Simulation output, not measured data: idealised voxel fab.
process module | voxel gate over fins
cross-section cut | 200 nm wide | cells 5 nm
A cross-section is a grid of square cells, given in bands from the top down. A band is one or more rows of cells.
Each band's line starts with the height of the band's top and of its bottom, in nm. Then come its materials from left to right, each with its width in nm. One material with "throughout" fills the band from edge to edge. "air" is empty space.
Height 0 is the level under which the wafer as received is all one material. The lowest band goes on downwards, as in "0 down".
A width such as "30 to 40" changes by the same amount from each row of cells to the next, from the band's top row to its bottom row.
"no change" after a step means that no cell of the cross-section changed.
closed voids: empty space of 8 cells or more with no open way to the top, each as width x height at its distance from the left edge, in nm
after a step's settings: what the simulator itself notes on the step
overlay nm, on a step with a mask: how far to the right of its planned place the mask lay; to the left if negative
plan
1 op RECEIVE | material Si
2 op CONFORMAL_DEP | material SiN | thk nm 10
3 op PATTERN | tone cover | mask id FINS | material resist | width nm 15 | pitch nm 35 | thk nm 15 | overlay nm 0
4 op DIRECTIONAL_ETCH | etch materials SiN | depth nm 10
5 op DIRECTIONAL_ETCH | etch materials Si | depth nm 40
6 op STRIP | etch materials resist
7 op OXIDIZE | depth nm 5
8 op FILL_DEP | material SiO2 | thk nm 5
9 op CMP | height nm 10
10 op SELECTIVE_ETCH | etch materials SiO2 | depth nm 10
11 op STRIP | etch materials SiN
12 op CONFORMAL_DEP | material HfO2 | thk nm 5
13 op CONFORMAL_DEP | material TiN | thk nm 5
14 op FILL_DEP | material W | thk nm 15
15 op CMP | height nm 20
16 op CONFORMAL_DEP | material SiCN | thk nm 10
varied across the wafers: depth nm of step 10. The plan shows the first wafer's value. All wafers start alike
first wafer as received, after step 1
  0 down: Si throughout
  closed voids: none
each wafer at the end: cells of each material gained (+) or lost (-) since it was received, then its closed voids
depth nm 10 | +40 HfO2 | -342 Si | +80 SiCN | +342 SiO2 | +40 TiN | +80 W | closed voids: none
depth nm 15 | +44 HfO2 | -342 Si | +80 SiCN | +304 SiO2 | +44 TiN | +110 W | closed voids: none
depth nm 20 | +48 HfO2 | -342 Si | +80 SiCN | +266 SiO2 | +48 TiN | +140 W | closed voids: none
depth nm 25 | +52 HfO2 | -342 Si | +80 SiCN | +228 SiO2 | +52 TiN | +170 W | closed voids: none
depth nm 30 | +56 HfO2 | -342 Si | +80 SiCN | +190 SiO2 | +56 TiN | +200 W | closed voids: none
depth nm 35 | +60 HfO2 | -342 Si | +80 SiCN | +152 SiO2 | +60 TiN | +230 W | closed voids: none
